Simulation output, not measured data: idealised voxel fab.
This section sets out a process module, namely voxel fin reveal.
Square cell edge 5 nm, section width 275 nm, ID cut.
Cross-section, as written here: a square-cell grid given band by band from the top down, where a band holds one or more rows of cells.
Band entry format. Leading values: height of top, height of bottom, nm. Remainder: materials in left-to-right order, each with its width in nm. Special words: "throughout" on a single material, which then fills the band edge to edge; "blank", empty space.
Convention: height 0 is the level below which the wafer, as received, is all one material. The lowest band does not terminate at the bottom but continues downward, represented as "0..down".
Width: "30..40" (first number = top row, second number = bottom row, same change from row to row of cells).
Step note "no alterations made" = no cross-section cell changed.
The entry titled "Closed void listing" provides the empty spaces that have no open way to the top, restricted to those of 8 cells or more. Each is presented as width x height at distance, the distance being measured from the left edge, with all three in nm.
If you see something after the settings on a step's line, that's the simulator's own remark about that step.
overlay nm: on a step with a mask, how far right of its planned place the mask lay; negative means left.

## Listed below are the process steps as planned
1,RECEIVE: material Si
2,CONFORMAL_DEP: material SiN, thk nm 10
3,MASKED_ETCH: tone cover, mask id FINS, width nm 15, pitch nm 45, etch materials SiN, depth nm 10, overlay nm 0
4,MASKED_ETCH: tone cover, mask id FINS, width nm 15, pitch nm 45, etch materials Si, depth nm 35, overlay nm 0
5,OXIDIZE: depth nm 5
6,FILL_DEP: material SiO2, thk nm 15
7,CMP: height nm 10
8,SELECTIVE_ETCH: etch materials SiO2, depth nm 20
9,STRIP: etch materials SiN
Where the wafers of this document differ is in the width nm of step 4; they start out the same, and the plan states the value that applied to the first wafer.

## The first of several wafers, as received after step 1, seen in section
	0..down | Si throughout
	Closed void listing: none

## Where each wafer stands at the end of the module, a row apiece: cells of each material gained (+) or lost (-) since it was received, then closed voids
width nm 15, -408 Si, +306 SiO2, Closed void listing: none
width nm 20, -380 Si, +282 SiO2, Closed void listing: none
width nm 25, -352 Si, +258 SiO2, Closed void listing: none
width nm 30, -324 Si, +234 SiO2, Closed void listing: none
